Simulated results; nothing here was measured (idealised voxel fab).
process module | voxel self aligned contacts
cross-section cut | 200 nm wide | cells 5 nm
A cross-section is a grid of square cells, given in bands from the top down. A band is one or more rows of cells.
Each band's line starts with the height of the band's top and of its bottom, in nm. Then come its materials from left to right, each with its width in nm. One material with "throughout" fills the band from edge to edge. "air" is empty space.
Height 0 is the level under which the wafer as received is all one material. The lowest band goes on downwards, as in "0 down".
A width such as "30 to 40" changes by the same amount from each row of cells to the next, from the band's top row to its bottom row.
"no change" after a step means that no cell of the cross-section changed.
closed voids: empty space of 8 cells or more with no open way to the top, each as width x height at its distance from the left edge, in nm
after a step's settings: what the simulator itself notes on the step
overlay nm, on a step with a mask: how far to the right of its planned place the mask lay; to the left if negative
plan
1 op RECEIVE | material Si
2 op CONFORMAL_DEP | material SiO2 | thk nm 5
3 op DIRECTIONAL_DEP | material polySi | thk nm 20
4 op DIRECTIONAL_DEP | material SiN | thk nm 20
5 op PATTERN | tone cover | mask id GATE | material resist | width nm 35 | pitch nm 70 | thk nm 20 | overlay nm 0
6 op DIRECTIONAL_ETCH | etch materials SiN | depth nm 20
7 op DIRECTIONAL_ETCH | etch materials polySi | depth nm 20
8 op STRIP | etch materials resist
9 op CONFORMAL_DEP | material SiN | thk nm 5
10 op DIRECTIONAL_ETCH | etch materials SiN | depth nm 5
11 op FILL_DEP | material SiO2 | thk nm 20
12 op CMP | height nm 55
13 op MASKED_ETCH | tone open | mask id CONTACT | width nm 55 | etch materials SiO2 | depth nm 55 | overlay nm 0
14 op CONFORMAL_DEP | material TiN | thk nm 5
15 op FILL_DEP | material Ru | thk nm 5
16 op CMP | height nm 55
17 op CONFORMAL_DEP | material SiN | thk nm 5
as received, after step 1
  0 down: Si throughout
  closed voids: none
first wafer at the end, as planned
  60 to 55: SiN throughout
  55 to 45: SiO2 70 | TiN 5 to 20 | Ru 45 to 15 | TiN 5 to 20 | SiO2 75
  45 to 25: SiO2 40 | SiN 45 | TiN 5 | Ru 15 | TiN 5 | SiN 45 | SiO2 45
  25 to 5: SiO2 40 | SiN 5 | polySi 35 | SiN 5 | TiN 5 | Ru 15 | TiN 5 | SiN 5 | polySi 35 | SiN 5 | SiO2 45
  5 to 0: SiO2 85 | TiN 25 | SiO2 90
  0 down: Si throughout
  closed voids: none
second wafer at the end: like start, like plan, one mistake
  60 to 55: SiN throughout
  55 to 50: SiO2 40 | SiN 45 | TiN 5 | Ru 15 | TiN 5 | SiN 45 | SiO2 45
  50 to 45: SiO2 40 | SiN 45 | TiN 25 | SiN 45 | SiO2 45
  45 to 25: SiN throughout
  25 to 5: polySi throughout
  5 to 0: SiO2 throughout
  0 down: Si throughout
  closed voids: none
what went wrong: step 4 was run twice
at the end the second wafer has, in cells: 33 fewer of Ru | 108 more of SiN | 155 fewer of SiO2 | 24 fewer of TiN | 104 more of polySi
